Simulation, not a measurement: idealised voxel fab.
process module | voxel self aligned contacts
cross-section cut | 245 nm wide | cells 5 nm
A cross-section is a grid of square cells, given in bands from the top down. A band is one or more rows of cells.
Each band's line starts with the height of the band's top and of its bottom, in nm. Then come its materials from left to right, each with its width in nm. One material with "throughout" fills the band from edge to edge. "air" is empty space.
Height 0 is the level under which the wafer as received is all one material. The lowest band goes on downwards, as in "0 down".
A width such as "30 to 40" changes by the same amount from each row of cells to the next, from the band's top row to its bottom row.
"no change" after a step means that no cell of the cross-section changed.
closed voids: empty space of 8 cells or more with no open way to the top, each as width x height at its distance from the left edge, in nm
after a step's settings: what the simulator itself notes on the step
overlay nm, on a step with a mask: how far to the right of its planned place the mask lay; to the left if negative
plan
1 op RECEIVE | material Si
2 op CONFORMAL_DEP | material SiO2 | thk nm 5
3 op DIRECTIONAL_DEP | material polySi | thk nm 20
4 op DIRECTIONAL_DEP | material SiN | thk nm 20
5 op PATTERN | tone cover | mask id GATE | material resist | width nm 35 | pitch nm 70 | thk nm 20 | overlay nm 0
6 op DIRECTIONAL_ETCH | etch materials SiN | depth nm 20
7 op DIRECTIONAL_ETCH | etch materials polySi | depth nm 20
8 op STRIP | etch materials resist
9 op CONFORMAL_DEP | material SiN | thk nm 5
10 op DIRECTIONAL_ETCH | etch materials SiN | depth nm 5
11 op FILL_DEP | material SiO2 | thk nm 10
12 op CMP | height nm 50
13 op DIRECTIONAL_DEP | material aC | thk nm 15
14 op PATTERN | tone open | mask id CONTACT | material resist | width nm 45 | pitch nm 70 | thk nm 35 | overlay nm 0
15 op DIRECTIONAL_ETCH | etch materials aC | depth nm 15
16 op STRIP | etch materials resist
17 op DIRECTIONAL_ETCH | etch materials SiO2 | depth nm 50
18 op STRIP | etch materials aC
19 op CONFORMAL_DEP | material TiN | thk nm 5
20 op FILL_DEP | material W | thk nm 5
21 op CMP | height nm 50
22 op CONFORMAL_DEP | material SiCN | thk nm 5
as received, after step 1
  0 down: Si throughout
  closed voids: none
a wafer at the end: this start, this plan, one mistake
  55 to 50: SiCN throughout
  50 to 45: SiO2 65 | TiN 10 | W 25 | TiN 10 | SiO2 25 | TiN 10 | W 25 | TiN 10 | SiO2 65
  45 to 25: SiO2 35 | SiN 35 | TiN 5 | W 25 | TiN 5 | SiN 35 | TiN 5 | W 25 | TiN 5 | SiN 35 | SiO2 35
  25 to 5: SiO2 35 | SiN 5 | polySi 25 | SiN 5 | TiN 5 | W 25 | TiN 5 | SiN 5 | polySi 25 | SiN 5 | TiN 5 | W 25 | TiN 5 | SiN 5 | polySi 25 | SiN 5 | SiO2 35
  5 to 0: SiO2 70 | TiN 35 | SiO2 35 | TiN 35 | SiO2 70
  0 down: Si throughout
  closed voids: none
what went wrong: step 5 ran as: op PATTERN | tone cover | mask id GATE | material resist | width nm 25 | pitch nm 70 | thk nm 20 | overlay nm 0
